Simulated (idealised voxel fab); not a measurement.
process module | voxel wiring stack
cross-section cut | 185 nm wide | cells 5 nm
A cross-section is a grid of square cells, given in bands from the top down. A band is one or more rows of cells.
Each band's line starts with the height of the band's top and of its bottom, in nm. Then come its materials from left to right, each with its width in nm. One material with "throughout" fills the band from edge to edge. "air" is empty space.
Height 0 is the level under which the wafer as received is all one material. The lowest band goes on downwards, as in "0 down".
A width such as "30 to 40" changes by the same amount from each row of cells to the next, from the band's top row to its bottom row.
"no change" after a step means that no cell of the cross-section changed.
closed voids: empty space of 8 cells or more with no open way to the top, each as width x height at its distance from the left edge, in nm
after a step's settings: what the simulator itself notes on the step
overlay nm, on a step with a mask: how far to the right of its planned place the mask lay; to the left if negative
plan
1 op RECEIVE | material Si
2 op CONFORMAL_DEP | material SiO2 | thk nm 15
3 op CONFORMAL_DEP | material SiN | thk nm 5
4 op DIRECTIONAL_DEP | material lowk | thk nm 20
5 op PATTERN | tone open | mask id METAL_1 | material resist | width nm 20 | pitch nm 45 | thk nm 20 | overlay nm 0
6 op DIRECTIONAL_ETCH | etch materials lowk | depth nm 20
7 op DIRECTIONAL_ETCH | etch materials SiN | depth nm 5
8 op STRIP | etch materials resist
9 op CONFORMAL_DEP | material TiN | thk nm 5
10 op FILL_DEP | material Cu | thk nm 10
11 op CMP | height nm 40
12 op EPI | material Ru | thk nm 5
13 op FILL_DEP | material SiCN | thk nm 5
14 op DIRECTIONAL_DEP | material lowk | thk nm 20
15 op MASKED_ETCH | tone open | mask id PLUG_1 | width nm 15 | pitch nm 90 | etch materials lowk | depth nm 20 | overlay nm 0
16 op MASKED_ETCH | tone open | mask id PLUG_1 | width nm 15 | pitch nm 90 | etch materials SiCN | depth nm 5 | overlay nm 0
17 op CONFORMAL_DEP | material TiN | thk nm 5
18 op FILL_DEP | material W | thk nm 5
19 op CMP | height nm 70
20 op DIRECTIONAL_DEP | material TiN | thk nm 5
21 op DIRECTIONAL_DEP | material Ru | thk nm 25
22 op DIRECTIONAL_DEP | material aC | thk nm 10
23 op PATTERN | tone cover | mask id METAL_2 | material resist | width nm 15 | pitch nm 45 | thk nm 30 | overlay nm 0
24 op DIRECTIONAL_ETCH | etch materials aC | depth nm 10
25 op STRIP | etch materials resist
26 op DIRECTIONAL_ETCH | etch materials Ru | depth nm 25
27 op DIRECTIONAL_ETCH | etch materials TiN | depth nm 5
28 op STRIP | etch materials aC
29 op FILL_DEP | material SiO2 | thk nm 10
30 op CMP | height nm 100
31 op CONFORMAL_DEP | material SiCN | thk nm 5
varied across the wafers: width nm of step 23. The plan shows the first wafer's value. All wafers start alike
first wafer as received, after step 1
  0 down: Si throughout
  closed voids: none
first wafer at the end, after step 31
  105 to 100: SiCN throughout
  100 to 75: SiO2 40 | Ru 15 | SiO2 30 | Ru 15 | SiO2 30 | Ru 15 | SiO2 40
  75 to 70: SiO2 40 | TiN 15 | SiO2 30 | TiN 15 | SiO2 30 | TiN 15 | SiO2 40
  70 to 50: lowk 35 | TiN 5 | W 5 | TiN 5 | lowk 75 | TiN 5 | W 5 | TiN 5 | lowk 45
  50 to 45: SiCN 35 | TiN 15 | SiCN 75 | TiN 15 | SiCN 45
  45 to 40: SiCN 30 | Ru 30 | SiCN 15 | Ru 30 | SiCN 15 | Ru 30 | SiCN 35
  40 to 20: lowk 35 | TiN 5 | Cu 10 | TiN 5 | lowk 25 | TiN 5 | Cu 10 | TiN 5 | lowk 25 | TiN 5 | Cu 10 | TiN 5 | lowk 40
  20 to 15: SiN 35 | TiN 20 | SiN 25 | TiN 20 | SiN 25 | TiN 20 | SiN 40
  15 to 0: SiO2 throughout
  0 down: Si throughout
  closed voids: none
last wafer at the end
  105 to 100: SiCN throughout
  100 to 75: SiO2 30 | Ru 30 | SiO2 15 | Ru 30 | SiO2 15 | Ru 30 | SiO2 35
  75 to 70: SiO2 30 | TiN 30 | SiO2 15 | TiN 30 | SiO2 15 | TiN 30 | SiO2 35
  70 to 50: lowk 35 | TiN 5 | W 5 | TiN 5 | lowk 75 | TiN 5 | W 5 | TiN 5 | lowk 45
  50 to 45: SiCN 35 | TiN 15 | SiCN 75 | TiN 15 | SiCN 45
  45 to 40: SiCN 30 | Ru 30 | SiCN 15 | Ru 30 | SiCN 15 | Ru 30 | SiCN 35
  40 to 20: lowk 35 | TiN 5 | Cu 10 | TiN 5 | lowk 25 | TiN 5 | Cu 10 | TiN 5 | lowk 25 | TiN 5 | Cu 10 | TiN 5 | lowk 40
  20 to 15: SiN 35 | TiN 20 | SiN 25 | TiN 20 | SiN 25 | TiN 20 | SiN 40
  15 to 0: SiO2 throughout
  0 down: Si throughout
  closed voids: none
each wafer at the end: cells of each material gained (+) or lost (-) since it was received, then its closed voids
width nm 15 | +24 Cu | +63 Ru | +87 SiCN | +25 SiN | +279 SiO2 | +67 TiN | +8 W | +224 lowk | closed voids: none
width nm 20 | +24 Cu | +78 Ru | +87 SiCN | +25 SiN | +261 SiO2 | +70 TiN | +8 W | +224 lowk | closed voids: none
width nm 25 | +24 Cu | +93 Ru | +87 SiCN | +25 SiN | +243 SiO2 | +73 TiN | +8 W | +224 lowk | closed voids: none
width nm 30 | +24 Cu | +108 Ru | +87 SiCN | +25 SiN | +225 SiO2 | +76 TiN | +8 W | +224 lowk | closed voids: none
